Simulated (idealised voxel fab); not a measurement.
The following is a process module called voxel tone inversion.
It is cross-section cut that appears here, measuring 255 nm in width, its square cells being 5 nm in size.
Bands, listed from the top down, are how a cross-section gets written in this document; the cross-section itself is a grid of square cells, and a band is one or more rows of them.
Heights first: top, then bottom, in nm. Then materials, left to right, each with a width in nm. "all across" on a single material: fills the band edge to edge. "empty": empty space.
Height 0 is the level under which the wafer as received is all one material. The lowest band goes on downwards, as in "0 down".
Width: "30->40" (first number = top row, second number = bottom row, same change from row to row of cells).
"nothing was modified" (step): cross-section cells unchanged, all of them.
Look at "Enclosed void listing" for the closed voids: empty spaces with no open path to the top, sized 8 cells or up. Each is width x height at distance, distance from the left edge, all nm.
On a step's line, text after the settings is the simulator commenting on that step.
A step line may carry the setting "overlay nm", which, for steps involving a mask, states the distance by which the mask lay to the right of its intended position; negative values denote displacement to the left.
STEPS PLANNED FOR THE PROCESS
step 1: RECEIVE,material Si
step 2: CONFORMAL_DEP,material SiN,thk nm 5
step 3: DIRECTIONAL_DEP,material aC,thk nm 20
step 4: PATTERN,tone cover,mask id POSTS,material resist,width nm 20,pitch nm 35,thk nm 30,overlay nm 0
step 5: DIRECTIONAL_ETCH,etch materials aC,depth nm 20
step 6: STRIP,etch materials resist
step 7: FILL_DEP,material SiO2,thk nm 5
step 8: CMP,height nm 25
step 9: STRIP,etch materials aC
step 10: CONFORMAL_DEP,material TiN,thk nm 5
step 11: FILL_DEP,material W,thk nm 5
step 12: CMP,height nm 25
step 13: CONFORMAL_DEP,material SiN,thk nm 5
CROSS-SECTION OF THE WAFER AS IT CAME TO US, I.E., ALREADY THROUGH STEP 1
> 0 down  Si all across
> Enclosed void listing: none
WAFER AT MODULE END, IN SECTION. BEGAN AS ABOVE, PLANNED AS ABOVE, RUN WITH ONE MISTAKE
> 30 to 25  SiN all across
> 25 to 10  75 nm W | 5 nm TiN | 20 nm SiO2 | 5 nm TiN | 5 nm W | 5 nm TiN | 20 nm SiO2 | 5 nm TiN | 5 nm W | 5 nm TiN | 20 nm SiO2 | 5 nm TiN | 80 nm W
> 10 to 5  80 nm TiN | 20 nm SiO2 | 15 nm TiN | 20 nm SiO2 | 15 nm TiN | 20 nm SiO2 | 85 nm TiN
> 5 to 0  SiN all across
> 0 down  Si all across
> Enclosed void listing: none
Short version of what went wrong: step 4 did not use the planned setting and instead ran as PATTERN,tone open,mask id POSTS,material resist,width nm 20,pitch nm 35,thk nm 30,overlay nm 0
